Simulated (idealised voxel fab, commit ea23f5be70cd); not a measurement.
The name of this process module is voxel double patterning.
FYI the section here is cut, 290 nm wide, cells are 5 nm squares.
Heads up, the way a cross-section reads in here is a grid of square cells, handed over as bands from the top down, with every band being one or more rows of cells. For a band, the entry starts with two heights in nm, that of the top and then that of the bottom, and carries on with the band's materials in order from left to right, each alongside its width in nm; the word "full width" beside a single material means it fills the band edge to edge, and "air" means empty space. Height datum 0, below which the as-received substrate wafer is one material. Lowest band open at the bottom, running downward: "z 0 and below". A width given as "30->40" starts at the first number in the band's top row and ends at the second number in its bottom row, shifting by an equal amount at every step from row to row. A step reported as "no change" is a step in which no cell of the cross-section changed. For the entry "Enclosed void entries", the listed items are empty spaces with no open way to the top whose size is 8 cells or more; each item follows the pattern width x height at distance, where distance is from the left edge and all three are in nm. Whatever follows a step's settings on its line is a remark the simulator itself makes about that step. overlay nm, on a step with a mask: how far to the right of its planned place the mask lay; to the left if negative.

Process steps foreseen in the plan:
1) op RECEIVE | material Si
2) op CONFORMAL_DEP | material SiO2 | thk nm 5
3) op DIRECTIONAL_DEP | material polySi | thk nm 10
4) op DIRECTIONAL_DEP | material SiCN | thk nm 5
5) op PATTERN | tone open | mask id FIRST | material resist | width nm 15 | pitch nm 50 | thk nm 20 | overlay nm 0
6) op DIRECTIONAL_ETCH | etch materials SiCN | depth nm 5
7) op STRIP | etch materials resist
8) op PATTERN | tone open | mask id SECOND | material resist | width nm 15 | thk nm 15 | overlay nm 0
9) op DIRECTIONAL_ETCH | etch materials SiCN | depth nm 5
10) op STRIP | etch materials resist
11) op DIRECTIONAL_ETCH | etch materials polySi | depth nm 10
12) op STRIP | etch materials SiCN

This is the cross-section of the wafer as we received it, i.e. after step 1:
* z 0 and below  Si full width
* Enclosed void entries: none

The first of two wafers, cross-sectioned at the end of the module, with the run proceeding as planned:
* z 15 to 5  110 of polySi | 15 of air | 10 of polySi | 15 of air | 10 of polySi | 15 of air | 115 of polySi
* z 5 to 0  SiO2 full width
* z 0 and below  Si full width
* Enclosed void entries: none

This is the second of the two wafers, cross-sectioned at the end of the module; it started exactly like the first and was given the same plan, but it was run with one mistake:
* z 20 to 15  SiO2 full width
* z 15 to 5  polySi full width
* z 5 to 0  SiO2 full width
* z 0 and below  Si full width
* Enclosed void entries: none
Deviation noted in wafer processing: note that step 4 departed from the planned setting and was carried out as op DIRECTIONAL_DEP | material SiO2 | thk nm 5
at the end the second wafer has, in cells: SiO2 +58, polySi +18
